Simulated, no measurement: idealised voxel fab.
Proc. module: voxel self aligned vias
Section cut is 175 nm wide and gridded with 5 nm square cells.
Cross-section layout: square cells on a grid; listed as bands, top to bottom; a band spans one or more cell rows. Top, bottom (nm), then materials left to right with widths (nm); lone material tagged "full width" fills the whole band edge to edge; "empty" = empty space. All heights in this document are referenced to 0, defined as the level beneath which the wafer, as received, consists entirely of one material. The lowest band is not bounded below; it extends indefinitely downward and is written in the form "0 nm and below". Width: "30 to 40" (first number = top row, second number = bottom row, same change from row to row of cells). "nothing was modified" for a step: no cell of the cross-section changed in that step. "Enclosed internal cavities" lists enclosed empty spaces (at least 8 cells, no open path upward to the top), each as width x height at distance from the left edge, in nm. That trailing text on a step's line, after the settings, is the simulator's own remark on the step. "overlay nm" on a masked step: distance the mask lay right of its planned place, negative for left.
-- Steps planned for the process
1: RECEIVE [material Si]
2: CONFORMAL_DEP [material SiO2] [thk nm 10]
3: CONFORMAL_DEP [material SiCN] [thk nm 5]
4: DIRECTIONAL_DEP [material SiO2] [thk nm 25]
5: MASKED_ETCH [tone open] [mask id LINES] [width nm 25] [pitch nm 55] [etch materials SiO2] [depth nm 25] [overlay nm 0]
6: CONFORMAL_DEP [material TiN] [thk nm 5]
7: FILL_DEP [material W] [thk nm 5]
8: CMP [height nm 40]
9: SELECTIVE_ETCH [etch materials W Ru TiN] [depth nm 5]
10: FILL_DEP [material SiN] [thk nm 5]
11: CMP [height nm 40]
12: DIRECTIONAL_DEP [material SiO2] [thk nm 15]
13: DIRECTIONAL_DEP [material aC] [thk nm 10]
14: PATTERN [tone open] [mask id VIAS] [material resist] [width nm 25] [pitch nm 55] [thk nm 25] [overlay nm 0]
15: DIRECTIONAL_ETCH [etch materials aC] [depth nm 10]
16: STRIP [etch materials resist]
17: DIRECTIONAL_ETCH [etch materials SiO2] [depth nm 15]
18: DIRECTIONAL_ETCH [etch materials SiN] [depth nm 5]
19: STRIP [etch materials aC]
20: CONFORMAL_DEP [material TiN] [thk nm 5]
21: FILL_DEP [material Ru] [thk nm 5]
22: CMP [height nm 55]
23: CONFORMAL_DEP [material SiN] [thk nm 5]
Quick note for whoever runs this: the wafers start identical, but the width nm at step 14 isn't the same across them. The plan just shows what the first wafer had.
-- This is how the first of several wafers looked in cross-section when it arrived, which is after step 1
	0 nm and below: Si full width
	Enclosed internal cavities: none
-- Last step of the module is step 23; after it, the first of several wafers in cross-section
	60 nm to 55 nm: SiN full width
	55 nm to 40 nm: SiO2=45; TiN=5; Ru=15; TiN=5; SiO2=30; TiN=5; Ru=15; TiN=5; SiO2=50
	40 nm to 35 nm: SiO2=45; TiN=25; SiO2=30; TiN=25; SiO2=50
	35 nm to 20 nm: SiO2=45; TiN=5; W=15; TiN=5; SiO2=30; TiN=5; W=15; TiN=5; SiO2=50
	20 nm to 15 nm: SiO2=45; TiN=25; SiO2=30; TiN=25; SiO2=50
	15 nm to 10 nm: SiCN full width
	10 nm to 0 nm: SiO2 full width
	0 nm and below: Si full width
	Enclosed internal cavities: none
-- Cross-sectional view of the final wafer of several at the module's end
	60 nm to 55 nm: SiN full width
	55 nm to 45 nm: SiO2=40; TiN=5; Ru=30; TiN=5; SiO2=15; TiN=5; Ru=30; TiN=5; SiO2=40
	45 nm to 40 nm: SiO2=40; TiN=10; Ru=15; TiN=15; SiO2=15; TiN=10; Ru=15; TiN=15; SiO2=40
	40 nm to 35 nm: SiO2=45; TiN=25; SiO2=30; TiN=25; SiO2=50
	35 nm to 20 nm: SiO2=45; TiN=5; W=15; TiN=5; SiO2=30; TiN=5; W=15; TiN=5; SiO2=50
	20 nm to 15 nm: SiO2=45; TiN=25; SiO2=30; TiN=25; SiO2=50
	15 nm to 10 nm: SiCN full width
	10 nm to 0 nm: SiO2 full width
	0 nm and below: Si full width
	Enclosed internal cavities: none
-- Per wafer, end of module: cells gained (+) or lost (-) per material since receipt, then closed voids
width nm 25 | +18 Ru | +35 SiCN | +35 SiN | +270 SiO2 | +44 TiN | +18 W | Enclosed internal cavities: none
width nm 30 | +22 Ru | +35 SiCN | +35 SiN | +264 SiO2 | +46 TiN | +18 W | Enclosed internal cavities: none
width nm 35 | +26 Ru | +35 SiCN | +35 SiN | +258 SiO2 | +48 TiN | +18 W | Enclosed internal cavities: none
width nm 40 | +30 Ru | +35 SiCN | +35 SiN | +252 SiO2 | +50 TiN | +18 W | Enclosed internal cavities: none
